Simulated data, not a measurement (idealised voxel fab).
process module | voxel transistor to metal
cross-section cut | 145 nm wide | cells 5 nm
A cross-section is a grid of square cells, given in bands from the top down. A band is one or more rows of cells.
Each band's line starts with the height of the band's top and of its bottom, in nm. Then come its materials from left to right, each with its width in nm. One material with "throughout" fills the band from edge to edge. "air" is empty space.
Height 0 is the level under which the wafer as received is all one material. The lowest band goes on downwards, as in "0 down".
A width such as "30 to 40" changes by the same amount from each row of cells to the next, from the band's top row to its bottom row.
"no change" after a step means that no cell of the cross-section changed.
closed voids: empty space of 8 cells or more with no open way to the top, each as width x height at its distance from the left edge, in nm
after a step's settings: what the simulator itself notes on the step
overlay nm, on a step with a mask: how far to the right of its planned place the mask lay; to the left if negative
plan
1 op RECEIVE | material Si
2 op OXIDIZE | depth nm 5
3 op CONFORMAL_DEP | material SiN | thk nm 10
4 op MASKED_ETCH | tone cover | mask id ACTIVE | width nm 95 | etch materials SiN | depth nm 10 | overlay nm 0
5 op MASKED_ETCH | tone cover | mask id ACTIVE | width nm 95 | etch materials SiO2 | depth nm 5 | overlay nm 0
6 op MASKED_ETCH | tone cover | mask id ACTIVE | width nm 95 | etch materials Si | depth nm 20 | overlay nm 0
7 op FILL_DEP | material SiO2 | thk nm 10
8 op CMP | height nm 10
9 op SELECTIVE_ETCH | etch materials SiO2 | depth nm 5
10 op STRIP | etch materials SiN
11 op SELECTIVE_ETCH | etch materials SiO2 | depth nm 5
12 op OXIDIZE | depth nm 5
13 op DIRECTIONAL_DEP | material polySi | thk nm 25
14 op DIRECTIONAL_DEP | material SiCN | thk nm 10
15 op MASKED_ETCH | tone cover | mask id GATE | width nm 25 | etch materials SiCN | depth nm 20 | overlay nm 0
16 op MASKED_ETCH | tone cover | mask id GATE | width nm 25 | etch materials polySi | depth nm 35 | overlay nm 0
17 op CONFORMAL_DEP | material SiN | thk nm 10
18 op DIRECTIONAL_ETCH | etch materials SiN | depth nm 10
19 op DIRECTIONAL_ETCH | etch materials SiO2 | depth nm 5
20 op DIRECTIONAL_ETCH | etch materials Si | depth nm 15
21 op EPI | material SiGe | thk nm 20
22 op FILL_DEP | material SiO2 | thk nm 10
23 op CMP | height nm 30
24 op DIRECTIONAL_DEP | material SiO2 | thk nm 15
25 op DIRECTIONAL_DEP | material aC | thk nm 15
26 op PATTERN | tone open | mask id CONTACT | material resist | width nm 25 | pitch nm 60 | thk nm 30 | overlay nm 0
27 op DIRECTIONAL_ETCH | etch materials aC | depth nm 15
28 op STRIP | etch materials resist
29 op DIRECTIONAL_ETCH | etch materials SiO2 | depth nm 35
30 op STRIP | etch materials aC
31 op CONFORMAL_DEP | material TiN | thk nm 5
32 op FILL_DEP | material Ru | thk nm 5
33 op CMP | height nm 45
34 op CONFORMAL_DEP | material SiN | thk nm 5
35 op DIRECTIONAL_DEP | material SiO2 | thk nm 20
36 op PATTERN | tone open | mask id METAL_1 | material resist | width nm 15 | pitch nm 70 | thk nm 15 | overlay nm 0
37 op DIRECTIONAL_ETCH | etch materials SiO2 | depth nm 20
38 op DIRECTIONAL_ETCH | etch materials SiN | depth nm 5
39 op STRIP | etch materials resist
40 op CONFORMAL_DEP | material TiN | thk nm 5
41 op FILL_DEP | material W | thk nm 5
42 op CMP | height nm 70
43 op CONFORMAL_DEP | material SiCN | thk nm 5
first wafer, as planned
as received, after step 1
  0 down: Si throughout
  closed voids: none
after step 2
  0 to -5: SiO2 throughout
  below -5: unchanged
after step 3
  10 to 0: SiN throughout
  below 0: unchanged
after step 4
  10 to 0: air 25 | SiN 95 | air 25
  below 0: unchanged
after step 5
  10 to 0: air 25 | SiN 95 | air 25
  0 to -5: air 25 | SiO2 95 | air 25
  below -5: unchanged
after step 6
  10 to 0: air 25 | SiN 95 | air 25
  0 to -5: air 25 | SiO2 95 | air 25
  -5 to -25: air 25 | Si 95 | air 25
  below -25: unchanged
after step 7
  20 to 10: SiO2 throughout
  10 to 0: SiO2 25 | SiN 95 | SiO2 25
  0 to -5: SiO2 throughout
  -5 to -25: SiO2 25 | Si 95 | SiO2 25
  below -25: unchanged
after step 8
  10 to 0: SiO2 25 | SiN 95 | SiO2 25
  below 0: unchanged
after step 9
  10 to 5: air 25 | SiN 95 | air 25
  below 5: unchanged
after step 10
  5 to 0: SiO2 25 | air 95 | SiO2 25
  below 0: unchanged
after step 11
  0 to -5: SiO2 20 | air 105 | SiO2 20
  below -5: unchanged
after step 12
  0 to -5: SiO2 20 | air 105 | SiO2 20
  -5 to -10: SiO2 throughout
  below -10: unchanged
after step 13
  25 to 20: polySi 20 | air 105 | polySi 20
  20 to 0: polySi throughout
  0 to -5: SiO2 20 | polySi 105 | SiO2 20
  below -5: unchanged
after step 14
  35 to 30: SiCN 20 | air 105 | SiCN 20
  30 to 25: SiCN throughout
  25 to 20: polySi 20 | SiCN 105 | polySi 20
  below 20: unchanged
after step 15
  30 to 25: air 60 | SiCN 25 | air 60
  25 to 20: polySi 20 | air 40 | SiCN 25 | air 40 | polySi 20
  below 20: unchanged
after step 16
  30 to 20: air 60 | SiCN 25 | air 60
  20 to 0: air 60 | polySi 25 | air 60
  0 to -5: SiO2 20 | air 40 | polySi 25 | air 40 | SiO2 20
  below -5: unchanged
after step 17
  40 to 30: air 50 | SiN 45 | air 50
  30 to 20: air 50 | SiN 10 | SiCN 25 | SiN 10 | air 50
  20 to 10: air 50 | SiN 10 | polySi 25 | SiN 10 | air 50
  10 to 5: SiN 30 | air 20 | SiN 10 | polySi 25 | SiN 10 | air 20 | SiN 30
  5 to 0: SiN 60 | polySi 25 | SiN 60
  0 to -5: SiO2 20 | SiN 40 | polySi 25 | SiN 40 | SiO2 20
  below -5: unchanged
after step 18
  30 to 20: air 50 | SiN 10 | SiCN 25 | SiN 10 | air 50
  20 to 0: air 50 | SiN 10 | polySi 25 | SiN 10 | air 50
  0 to -5: SiO2 20 | SiN 10 | air 20 | SiN 10 | polySi 25 | SiN 10 | air 20 | SiN 10 | SiO2 20
  below -5: unchanged
after step 19
  30 to 20: air 50 | SiN 10 | SiCN 25 | SiN 10 | air 50
  20 to 0: air 50 | SiN 10 | polySi 25 | SiN 10 | air 50
  0 to -5: air 20 | SiN 10 | air 20 | SiN 10 | polySi 25 | SiN 10 | air 20 | SiN 10 | air 20
  -5 to -10: SiO2 30 | air 20 | SiO2 45 | air 20 | SiO2 30
  below -10: unchanged
after step 20
  30 to 20: air 50 | SiN 10 | SiCN 25 | SiN 10 | air 50
  20 to 0: air 50 | SiN 10 | polySi 25 | SiN 10 | air 50
  0 to -5: air 20 | SiN 10 | air 20 | SiN 10 | polySi 25 | SiN 10 | air 20 | SiN 10 | air 20
  -5 to -10: SiO2 30 | air 20 | SiO2 45 | air 20 | SiO2 30
  -10 to -25: SiO2 25 | Si 5 | air 20 | Si 45 | air 20 | Si 5 | SiO2 25
  below -25: unchanged
after step 21
  30 to 20: air 50 | SiN 10 | SiCN 25 | SiN 10 | air 50
  20 to 10: air 50 | SiN 10 | polySi 25 | SiN 10 | air 50
  10 to 0: air 20 | SiGe 30 | SiN 10 | polySi 25 | SiN 10 | SiGe 30 | air 20
  0 to -5: air 20 | SiN 10 | SiGe 20 | SiN 10 | polySi 25 | SiN 10 | SiGe 20 | SiN 10 | air 20
  -5 to -10: SiO2 30 | SiGe 20 | SiO2 45 | SiGe 20 | SiO2 30
  -10 to -25: SiO2 25 | Si 5 | SiGe 20 | Si 45 | SiGe 20 | Si 5 | SiO2 25
  below -25: unchanged
after step 22
  40 to 30: SiO2 throughout
  30 to 20: SiO2 50 | SiN 10 | SiCN 25 | SiN 10 | SiO2 50
  20 to 10: SiO2 50 | SiN 10 | polySi 25 | SiN 10 | SiO2 50
  10 to 0: SiO2 20 | SiGe 30 | SiN 10 | polySi 25 | SiN 10 | SiGe 30 | SiO2 20
  0 to -5: SiO2 20 | SiN 10 | SiGe 20 | SiN 10 | polySi 25 | SiN 10 | SiGe 20 | SiN 10 | SiO2 20
  below -5: unchanged
after step 23
  30 to 20: SiO2 50 | SiN 10 | SiCN 25 | SiN 10 | SiO2 50
  below 20: unchanged
after step 24
  45 to 30: SiO2 throughout
  below 30: unchanged
after step 25
  60 to 45: aC throughout
  below 45: unchanged
after step 26
  90 to 60: resist 30 | air 25 | resist 35 | air 25 | resist 30
  below 60: unchanged
after step 27
  75 to 60: resist 30 | air 25 | resist 35 | air 25 | resist 30
  60 to 45: aC 30 | air 25 | aC 35 | air 25 | aC 30
  below 45: unchanged
after step 28
  60 to 45: aC 30 | air 25 | aC 35 | air 25 | aC 30
  below 45: unchanged
after step 29
  60 to 45: aC 30 | air 25 | aC 35 | air 25 | aC 30
  45 to 30: SiO2 30 | air 25 | SiO2 35 | air 25 | SiO2 30
  30 to 20: SiO2 30 | air 20 | SiN 10 | SiCN 25 | SiN 10 | air 20 | SiO2 30
  20 to 10: SiO2 30 | air 20 | SiN 10 | polySi 25 | SiN 10 | air 20 | SiO2 30
  below 10: unchanged
after step 30
  45 to 30: SiO2 30 | air 25 | SiO2 35 | air 25 | SiO2 30
  below 30: unchanged
after step 31
  50 to 45: TiN 35 | air 15 | TiN 45 | air 15 | TiN 35
  45 to 35: SiO2 30 | TiN 5 | air 15 | TiN 5 | SiO2 35 | TiN 5 | air 15 | TiN 5 | SiO2 30
  35 to 30: SiO2 30 | TiN 5 | air 10 | TiN 10 | SiO2 35 | TiN 10 | air 10 | TiN 5 | SiO2 30
  30 to 20: SiO2 30 | TiN 5 | air 10 | TiN 5 | SiN 10 | SiCN 25 | SiN 10 | TiN 5 | air 10 | TiN 5 | SiO2 30
  20 to 15: SiO2 30 | TiN 5 | air 10 | TiN 5 | SiN 10 | polySi 25 | SiN 10 | TiN 5 | air 10 | TiN 5 | SiO2 30
  15 to 10: SiO2 30 | TiN 20 | SiN 10 | polySi 25 | SiN 10 | TiN 20 | SiO2 30
  below 10: unchanged
after step 32
  55 to 50: Ru throughout
  50 to 45: TiN 35 | Ru 15 | TiN 45 | Ru 15 | TiN 35
  45 to 35: SiO2 30 | TiN 5 | Ru 15 | TiN 5 | SiO2 35 | TiN 5 | Ru 15 | TiN 5 | SiO2 30
  35 to 30: SiO2 30 | TiN 5 | Ru 10 | TiN 10 | SiO2 35 | TiN 10 | Ru 10 | TiN 5 | SiO2 30
  30 to 20: SiO2 30 | TiN 5 | Ru 10 | TiN 5 | SiN 10 | SiCN 25 | SiN 10 | TiN 5 | Ru 10 | TiN 5 | SiO2 30
  20 to 15: SiO2 30 | TiN 5 | Ru 10 | TiN 5 | SiN 10 | polySi 25 | SiN 10 | TiN 5 | Ru 10 | TiN 5 | SiO2 30
  below 15: unchanged
after step 33
  45 to 35: SiO2 30 | TiN 5 | Ru 15 | TiN 5 | SiO2 35 | TiN 5 | Ru 15 | TiN 5 | SiO2 30
  below 35: unchanged
after step 34
  50 to 45: SiN throughout
  below 45: unchanged
after step 35
  70 to 50: SiO2 throughout
  below 50: unchanged
after step 36
  85 to 70: resist 30 | air 15 | resist 55 | air 15 | resist 30
  below 70: unchanged
after step 37
  85 to 70: resist 30 | air 15 | resist 55 | air 15 | resist 30
  70 to 50: SiO2 30 | air 15 | SiO2 55 | air 15 | SiO2 30
  below 50: unchanged
after step 38
  85 to 70: resist 30 | air 15 | resist 55 | air 15 | resist 30
  70 to 50: SiO2 30 | air 15 | SiO2 55 | air 15 | SiO2 30
  50 to 45: SiN 30 | air 15 | SiN 55 | air 15 | SiN 30
  below 45: unchanged
after step 39
  70 to 50: SiO2 30 | air 15 | SiO2 55 | air 15 | SiO2 30
  below 50: unchanged
after step 40
  75 to 70: TiN 35 | air 5 | TiN 65 | air 5 | TiN 35
  70 to 50: SiO2 30 | TiN 5 | air 5 | TiN 5 | SiO2 55 | TiN 5 | air 5 | TiN 5 | SiO2 30
  50 to 45: SiN 30 | TiN 15 | SiN 55 | TiN 15 | SiN 30
  below 45: unchanged
after step 41
  80 to 75: W throughout
  75 to 70: TiN 35 | W 5 | TiN 65 | W 5 | TiN 35
  70 to 50: SiO2 30 | TiN 5 | W 5 | TiN 5 | SiO2 55 | TiN 5 | W 5 | TiN 5 | SiO2 30
  below 50: unchanged
after step 42
  70 to 50: SiO2 30 | TiN 5 | W 5 | TiN 5 | SiO2 55 | TiN 5 | W 5 | TiN 5 | SiO2 30
  below 50: unchanged
after step 43
  75 to 70: SiCN throughout
  below 70: unchanged
second wafer: like start, like plan, one mistake. Through step 15 it matches the first wafer
when step 16 should have ended
  30 to 20: air 60 | SiCN 25 | air 60
  20 to 0: air 60 | polySi 35 | air 50
  0 to -5: SiO2 20 | air 40 | polySi 35 | air 30 | SiO2 20
  below -5: unchanged
when step 17 should have ended
  40 to 30: air 50 | SiN 45 | air 50
  30 to 20: air 50 | SiN 10 | SiCN 25 | SiN 20 | air 40
  20 to 10: air 50 | SiN 10 | polySi 35 | SiN 10 | air 40
  10 to 5: SiN 30 | air 20 | SiN 10 | polySi 35 | SiN 10 | air 10 | SiN 30
  5 to 0: SiN 60 | polySi 35 | SiN 50
  0 to -5: SiO2 20 | SiN 40 | polySi 35 | SiN 30 | SiO2 20
  below -5: unchanged
when step 18 should have ended
  30 to 20: air 50 | SiN 10 | SiCN 25 | SiN 10 | air 50
  20 to 0: air 50 | SiN 10 | polySi 35 | SiN 10 | air 40
  0 to -5: SiO2 20 | SiN 10 | air 20 | SiN 10 | polySi 35 | SiN 10 | air 10 | SiN 10 | SiO2 20
  below -5: unchanged
when step 19 should have ended
  30 to 20: air 50 | SiN 10 | SiCN 25 | SiN 10 | air 50
  20 to 0: air 50 | SiN 10 | polySi 35 | SiN 10 | air 40
  0 to -5: air 20 | SiN 10 | air 20 | SiN 10 | polySi 35 | SiN 10 | air 10 | SiN 10 | air 20
  -5 to -10: SiO2 30 | air 20 | SiO2 55 | air 10 | SiO2 30
  below -10: unchanged
when step 20 should have ended
  30 to 20: air 50 | SiN 10 | SiCN 25 | SiN 10 | air 50
  20 to 0: air 50 | SiN 10 | polySi 35 | SiN 10 | air 40
  0 to -5: air 20 | SiN 10 | air 20 | SiN 10 | polySi 35 | SiN 10 | air 10 | SiN 10 | air 20
  -5 to -10: SiO2 30 | air 20 | SiO2 55 | air 10 | SiO2 30
  -10 to -25: SiO2 25 | Si 5 | air 20 | Si 55 | air 10 | Si 5 | SiO2 25
  below -25: unchanged
when step 21 should have ended
  30 to 20: air 50 | SiN 10 | SiCN 25 | SiN 10 | air 50
  20 to 10: air 50 | SiN 10 | polySi 35 | SiN 10 | air 40
  10 to 0: air 20 | SiGe 30 | SiN 10 | polySi 35 | SiN 10 | SiGe 20 | air 20
  0 to -5: air 20 | SiN 10 | SiGe 20 | SiN 10 | polySi 35 | SiN 10 | SiGe 10 | SiN 10 | air 20
  -5 to -10: SiO2 30 | SiGe 20 | SiO2 55 | SiGe 10 | SiO2 30
  -10 to -25: SiO2 25 | Si 5 | SiGe 20 | Si 55 | SiGe 10 | Si 5 | SiO2 25
  below -25: unchanged
when step 22 should have ended
  40 to 30: SiO2 throughout
  30 to 20: SiO2 50 | SiN 10 | SiCN 25 | SiN 10 | SiO2 50
  20 to 10: SiO2 50 | SiN 10 | polySi 35 | SiN 10 | SiO2 40
  10 to 0: SiO2 20 | SiGe 30 | SiN 10 | polySi 35 | SiN 10 | SiGe 20 | SiO2 20
  0 to -5: SiO2 20 | SiN 10 | SiGe 20 | SiN 10 | polySi 35 | SiN 10 | SiGe 10 | SiN 10 | SiO2 20
  below -5: unchanged
when step 23 should have ended
  30 to 20: SiO2 50 | SiN 10 | SiCN 25 | SiN 10 | SiO2 50
  below 20: unchanged
when step 24 should have ended
  45 to 30: SiO2 throughout
  below 30: unchanged
when step 25 should have ended
  60 to 45: aC throughout
  below 45: unchanged
when step 26 should have ended
  90 to 60: resist 30 | air 25 | resist 35 | air 25 | resist 30
  below 60: unchanged
when step 27 should have ended
  75 to 60: resist 30 | air 25 | resist 35 | air 25 | resist 30
  60 to 45: aC 30 | air 25 | aC 35 | air 25 | aC 30
  below 45: unchanged
when step 28 should have ended
  60 to 45: aC 30 | air 25 | aC 35 | air 25 | aC 30
  below 45: unchanged
when step 29 should have ended
  60 to 45: aC 30 | air 25 | aC 35 | air 25 | aC 30
  45 to 30: SiO2 30 | air 25 | SiO2 35 | air 25 | SiO2 30
  30 to 20: SiO2 30 | air 20 | SiN 10 | SiCN 25 | SiN 10 | air 20 | SiO2 30
  20 to 10: SiO2 30 | air 20 | SiN 10 | polySi 35 | SiN 10 | air 10 | SiO2 30
  below 10: unchanged
when step 30 should have ended
  45 to 30: SiO2 30 | air 25 | SiO2 35 | air 25 | SiO2 30
  below 30: unchanged
when step 31 should have ended
  50 to 45: TiN 35 | air 15 | TiN 45 | air 15 | TiN 35
  45 to 35: SiO2 30 | TiN 5 | air 15 | TiN 5 | SiO2 35 | TiN 5 | air 15 | TiN 5 | SiO2 30
  35 to 30: SiO2 30 | TiN 5 | air 10 | TiN 10 | SiO2 35 | TiN 10 | air 10 | TiN 5 | SiO2 30
  30 to 25: SiO2 30 | TiN 5 | air 10 | TiN 5 | SiN 10 | SiCN 25 | SiN 10 | TiN 5 | air 10 | TiN 5 | SiO2 30
  25 to 20: SiO2 30 | TiN 5 | air 10 | TiN 5 | SiN 10 | SiCN 25 | SiN 10 | TiN 20 | SiO2 30
  20 to 15: SiO2 30 | TiN 5 | air 10 | TiN 5 | SiN 10 | polySi 35 | SiN 10 | TiN 10 | SiO2 30
  15 to 10: SiO2 30 | TiN 20 | SiN 10 | polySi 35 | SiN 10 | TiN 10 | SiO2 30
  below 10: unchanged
when step 32 should have ended
  55 to 50: Ru throughout
  50 to 45: TiN 35 | Ru 15 | TiN 45 | Ru 15 | TiN 35
  45 to 35: SiO2 30 | TiN 5 | Ru 15 | TiN 5 | SiO2 35 | TiN 5 | Ru 15 | TiN 5 | SiO2 30
  35 to 30: SiO2 30 | TiN 5 | Ru 10 | TiN 10 | SiO2 35 | TiN 10 | Ru 10 | TiN 5 | SiO2 30
  30 to 25: SiO2 30 | TiN 5 | Ru 10 | TiN 5 | SiN 10 | SiCN 25 | SiN 10 | TiN 5 | Ru 10 | TiN 5 | SiO2 30
  25 to 20: SiO2 30 | TiN 5 | Ru 10 | TiN 5 | SiN 10 | SiCN 25 | SiN 10 | TiN 20 | SiO2 30
  20 to 15: SiO2 30 | TiN 5 | Ru 10 | TiN 5 | SiN 10 | polySi 35 | SiN 10 | TiN 10 | SiO2 30
  below 15: unchanged
when step 33 should have ended
  45 to 35: SiO2 30 | TiN 5 | Ru 15 | TiN 5 | SiO2 35 | TiN 5 | Ru 15 | TiN 5 | SiO2 30
  below 35: unchanged
when step 34 should have ended
  50 to 45: SiN throughout
  below 45: unchanged
when step 35 should have ended
  70 to 50: SiO2 throughout
  below 50: unchanged
when step 36 should have ended
  85 to 70: resist 30 | air 15 | resist 55 | air 15 | resist 30
  below 70: unchanged
when step 37 should have ended
  85 to 70: resist 30 | air 15 | resist 55 | air 15 | resist 30
  70 to 50: SiO2 30 | air 15 | SiO2 55 | air 15 | SiO2 30
  below 50: unchanged
when step 38 should have ended
  85 to 70: resist 30 | air 15 | resist 55 | air 15 | resist 30
  70 to 50: SiO2 30 | air 15 | SiO2 55 | air 15 | SiO2 30
  50 to 45: SiN 30 | air 15 | SiN 55 | air 15 | SiN 30
  below 45: unchanged
when step 39 should have ended
  70 to 50: SiO2 30 | air 15 | SiO2 55 | air 15 | SiO2 30
  below 50: unchanged
when step 40 should have ended
  75 to 70: TiN 35 | air 5 | TiN 65 | air 5 | TiN 35
  70 to 50: SiO2 30 | TiN 5 | air 5 | TiN 5 | SiO2 55 | TiN 5 | air 5 | TiN 5 | SiO2 30
  50 to 45: SiN 30 | TiN 15 | SiN 55 | TiN 15 | SiN 30
  below 45: unchanged
when step 41 should have ended
  80 to 75: W throughout
  75 to 70: TiN 35 | W 5 | TiN 65 | W 5 | TiN 35
  70 to 50: SiO2 30 | TiN 5 | W 5 | TiN 5 | SiO2 55 | TiN 5 | W 5 | TiN 5 | SiO2 30
  below 50: unchanged
when step 42 should have ended
  70 to 50: SiO2 30 | TiN 5 | W 5 | TiN 5 | SiO2 55 | TiN 5 | W 5 | TiN 5 | SiO2 30
  below 50: unchanged
when step 43 should have ended
  75 to 70: SiCN throughout
  below 70: unchanged
what went wrong: step 16 ran as: op MASKED_ETCH | tone cover | mask id GATE | width nm 25 | etch materials polySi | depth nm 35 | overlay nm 10
at the end the second wafer has, in cells: 4 fewer of Ru | 6 more of Si | 14 fewer of SiGe | 2 more of SiO2 | 10 more of polySi
